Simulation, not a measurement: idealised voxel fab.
process module | voxel spacer lines
cross-section cut | 295 nm wide | cells 5 nm
A cross-section is a grid of square cells, given in bands from the top down. A band is one or more rows of cells.
Each band's line starts with the height of the band's top and of its bottom, in nm. Then come its materials from left to right, each with its width in nm. One material with "throughout" fills the band from edge to edge. "air" is empty space.
Height 0 is the level under which the wafer as received is all one material. The lowest band goes on downwards, as in "0 down".
A width such as "30 to 40" changes by the same amount from each row of cells to the next, from the band's top row to its bottom row.
"no change" after a step means that no cell of the cross-section changed.
closed voids: empty space of 8 cells or more with no open way to the top, each as width x height at its distance from the left edge, in nm
after a step's settings: what the simulator itself notes on the step
overlay nm, on a step with a mask: how far to the right of its planned place the mask lay; to the left if negative
plan
1 op RECEIVE | material Si
2 op CONFORMAL_DEP | material SiO2 | thk nm 5
3 op DIRECTIONAL_DEP | material W | thk nm 15
4 op DIRECTIONAL_DEP | material polySi | thk nm 20
5 op PATTERN | tone cover | mask id MANDREL | material resist | width nm 15 | pitch nm 60 | thk nm 25 | overlay nm -15
6 op DIRECTIONAL_ETCH | etch materials polySi | depth nm 20
7 op STRIP | etch materials resist
8 op CONFORMAL_DEP | material SiN | thk nm 15
9 op DIRECTIONAL_ETCH | etch materials SiN | depth nm 15
10 op STRIP | etch materials polySi
11 op DIRECTIONAL_ETCH | etch materials W | depth nm 15
12 op STRIP | etch materials SiN
varied across the wafers: overlay nm of step 5. The plan shows the first wafer's value. All wafers start alike
first wafer as received, after step 1
  0 down: Si throughout
  closed voids: none
each wafer at the end: cells of each material gained (+) or lost (-) since it was received, then its closed voids
overlay nm -15 | +59 SiO2 | +54 W | closed voids: none
overlay nm -10 | +59 SiO2 | +54 W | closed voids: none
overlay nm -5 | +59 SiO2 | +54 W | closed voids: none
overlay nm 0 | +59 SiO2 | +54 W | closed voids: none
overlay nm 5 | +59 SiO2 | +54 W | closed voids: none
overlay nm 10 | +59 SiO2 | +54 W | closed voids: none
overlay nm 15 | +59 SiO2 | +54 W | closed voids: none
